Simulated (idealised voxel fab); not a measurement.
process module | voxel self aligned contacts
cross-section cut | 295 nm wide | cells 5 nm
A cross-section is a grid of square cells, given in bands from the top down. A band is one or more rows of cells.
Each band's line starts with the height of the band's top and of its bottom, in nm. Then come its materials from left to right, each with its width in nm. One material with "throughout" fills the band from edge to edge. "air" is empty space.
Height 0 is the level under which the wafer as received is all one material. The lowest band goes on downwards, as in "0 down".
A width such as "30 to 40" changes by the same amount from each row of cells to the next, from the band's top row to its bottom row.
"no change" after a step means that no cell of the cross-section changed.
closed voids: empty space of 8 cells or more with no open way to the top, each as width x height at its distance from the left edge, in nm
after a step's settings: what the simulator itself notes on the step
overlay nm, on a step with a mask: how far to the right of its planned place the mask lay; to the left if negative
plan
1 op RECEIVE | material Si
2 op CONFORMAL_DEP | material SiO2 | thk nm 5
3 op DIRECTIONAL_DEP | material polySi | thk nm 20
4 op DIRECTIONAL_DEP | material SiN | thk nm 25
5 op DIRECTIONAL_DEP | material aC | thk nm 15
6 op PATTERN | tone cover | mask id GATE | material resist | width nm 25 | pitch nm 65 | thk nm 30 | overlay nm 0
7 op DIRECTIONAL_ETCH | etch materials aC | depth nm 15
8 op STRIP | etch materials resist
9 op DIRECTIONAL_ETCH | etch materials SiN | depth nm 25
10 op DIRECTIONAL_ETCH | etch materials polySi | depth nm 20
11 op STRIP | etch materials aC
12 op CONFORMAL_DEP | material SiN | thk nm 10
13 op DIRECTIONAL_ETCH | etch materials SiN | depth nm 10
14 op FILL_DEP | material SiO2 | thk nm 15
15 op CMP | height nm 60
16 op DIRECTIONAL_DEP | material aC | thk nm 10
17 op PATTERN | tone open | mask id CONTACT | material resist | width nm 50 | pitch nm 65 | thk nm 25 | overlay nm 0
18 op DIRECTIONAL_ETCH | etch materials aC | depth nm 10
19 op STRIP | etch materials resist
20 op DIRECTIONAL_ETCH | etch materials SiO2 | depth nm 60
21 op STRIP | etch materials aC
22 op CONFORMAL_DEP | material TiN | thk nm 5
23 op FILL_DEP | material Ru | thk nm 10
24 op CMP | height nm 60
25 op CONFORMAL_DEP | material SiN | thk nm 5
first wafer, as planned
as received, after step 1
  0 down: Si throughout
  closed voids: none
after step 2
  5 to 0: SiO2 throughout
  below 0: unchanged
after step 3
  25 to 5: polySi throughout
  below 5: unchanged
after step 4
  50 to 25: SiN throughout
  below 25: unchanged
after step 5
  65 to 50: aC throughout
  below 50: unchanged
after step 6
  95 to 65: air 70 | resist 25 | air 40 | resist 25 | air 40 | resist 25 | air 70
  below 65: unchanged
after step 7
  80 to 65: air 70 | resist 25 | air 40 | resist 25 | air 40 | resist 25 | air 70
  65 to 50: air 70 | aC 25 | air 40 | aC 25 | air 40 | aC 25 | air 70
  below 50: unchanged
after step 8
  65 to 50: air 70 | aC 25 | air 40 | aC 25 | air 40 | aC 25 | air 70
  below 50: unchanged
after step 9
  65 to 50: air 70 | aC 25 | air 40 | aC 25 | air 40 | aC 25 | air 70
  50 to 25: air 70 | SiN 25 | air 40 | SiN 25 | air 40 | SiN 25 | air 70
  below 25: unchanged
after step 10
  65 to 50: air 70 | aC 25 | air 40 | aC 25 | air 40 | aC 25 | air 70
  50 to 25: air 70 | SiN 25 | air 40 | SiN 25 | air 40 | SiN 25 | air 70
  25 to 5: air 70 | polySi 25 | air 40 | polySi 25 | air 40 | polySi 25 | air 70
  below 5: unchanged
after step 11
  50 to 25: air 70 | SiN 25 | air 40 | SiN 25 | air 40 | SiN 25 | air 70
  below 25: unchanged
after step 12
  60 to 25: air 60 | SiN 45 | air 20 | SiN 45 | air 20 | SiN 45 | air 60
  25 to 15: air 60 | SiN 10 | polySi 25 | SiN 10 | air 20 | SiN 10 | polySi 25 | SiN 10 | air 20 | SiN 10 | polySi 25 | SiN 10 | air 60
  15 to 5: SiN 70 | polySi 25 | SiN 40 | polySi 25 | SiN 40 | polySi 25 | SiN 70
  below 5: unchanged
after step 13
  50 to 25: air 60 | SiN 45 | air 20 | SiN 45 | air 20 | SiN 45 | air 60
  25 to 5: air 60 | SiN 10 | polySi 25 | SiN 10 | air 20 | SiN 10 | polySi 25 | SiN 10 | air 20 | SiN 10 | polySi 25 | SiN 10 | air 60
  below 5: unchanged
after step 14
  65 to 50: SiO2 throughout
  50 to 25: SiO2 60 | SiN 45 | SiO2 20 | SiN 45 | SiO2 20 | SiN 45 | SiO2 60
  25 to 5: SiO2 60 | SiN 10 | polySi 25 | SiN 10 | SiO2 20 | SiN 10 | polySi 25 | SiN 10 | SiO2 20 | SiN 10 | polySi 25 | SiN 10 | SiO2 60
  below 5: unchanged
after step 15
  60 to 50: SiO2 throughout
  below 50: unchanged
after step 16
  70 to 60: aC throughout
  below 60: unchanged
after step 17
  95 to 70: resist 90 | air 50 | resist 15 | air 50 | resist 90
  below 70: unchanged
after step 18
  85 to 70: resist 90 | air 50 | resist 15 | air 50 | resist 90
  70 to 60: aC 90 | air 50 | aC 15 | air 50 | aC 90
  below 60: unchanged
after step 19
  70 to 60: aC 90 | air 50 | aC 15 | air 50 | aC 90
  below 60: unchanged
after step 20
  70 to 60: aC 90 | air 50 | aC 15 | air 50 | aC 90
  60 to 50: SiO2 90 | air 50 | SiO2 15 | air 50 | SiO2 90
  50 to 25: SiO2 60 | SiN 45 | air 20 | SiN 45 | air 20 | SiN 45 | SiO2 60
  25 to 5: SiO2 60 | SiN 10 | polySi 25 | SiN 10 | air 20 | SiN 10 | polySi 25 | SiN 10 | air 20 | SiN 10 | polySi 25 | SiN 10 | SiO2 60
  5 to 0: SiO2 105 | air 20 | SiO2 45 | air 20 | SiO2 105
  below 0: unchanged
after step 21
  60 to 50: SiO2 90 | air 50 | SiO2 15 | air 50 | SiO2 90
  below 50: unchanged
after step 22
  65 to 60: TiN 95 | air 40 | TiN 25 | air 40 | TiN 95
  60 to 50: SiO2 90 | TiN 5 to 20 | air 40 to 10 | TiN 5 to 20 | SiO2 15 | TiN 5 to 20 | air 40 to 10 | TiN 5 to 20 | SiO2 90
  50 to 25: SiO2 60 | SiN 45 | TiN 5 | air 10 | TiN 5 | SiN 45 | TiN 5 | air 10 | TiN 5 | SiN 45 | SiO2 60
  25 to 5: SiO2 60 | SiN 10 | polySi 25 | SiN 10 | TiN 5 | air 10 | TiN 5 | SiN 10 | polySi 25 | SiN 10 | TiN 5 | air 10 | TiN 5 | SiN 10 | polySi 25 | SiN 10 | SiO2 60
  5 to 0: SiO2 105 | TiN 20 | SiO2 45 | TiN 20 | SiO2 105
  below 0: unchanged
after step 23
  75 to 65: Ru throughout
  65 to 60: TiN 95 | Ru 40 | TiN 25 | Ru 40 | TiN 95
  60 to 50: SiO2 90 | TiN 5 to 20 | Ru 40 to 10 | TiN 5 to 20 | SiO2 15 | TiN 5 to 20 | Ru 40 to 10 | TiN 5 to 20 | SiO2 90
  50 to 25: SiO2 60 | SiN 45 | TiN 5 | Ru 10 | TiN 5 | SiN 45 | TiN 5 | Ru 10 | TiN 5 | SiN 45 | SiO2 60
  25 to 5: SiO2 60 | SiN 10 | polySi 25 | SiN 10 | TiN 5 | Ru 10 | TiN 5 | SiN 10 | polySi 25 | SiN 10 | TiN 5 | Ru 10 | TiN 5 | SiN 10 | polySi 25 | SiN 10 | SiO2 60
  below 5: unchanged
after step 24
  60 to 50: SiO2 90 | TiN 5 to 20 | Ru 40 to 10 | TiN 5 to 20 | SiO2 15 | TiN 5 to 20 | Ru 40 to 10 | TiN 5 to 20 | SiO2 90
  below 50: unchanged
after step 25
  65 to 60: SiN throughout
  below 60: unchanged
second wafer: like start, like plan, one mistake. Through step 24 it matches the first wafer
when step 25 should have ended
  65 to 60: polySi throughout
  below 60: unchanged
what went wrong: step 25 ran as: op CONFORMAL_DEP | material polySi | thk nm 5
at the end the second wafer has, in cells: 59 fewer of SiN | 59 more of polySi
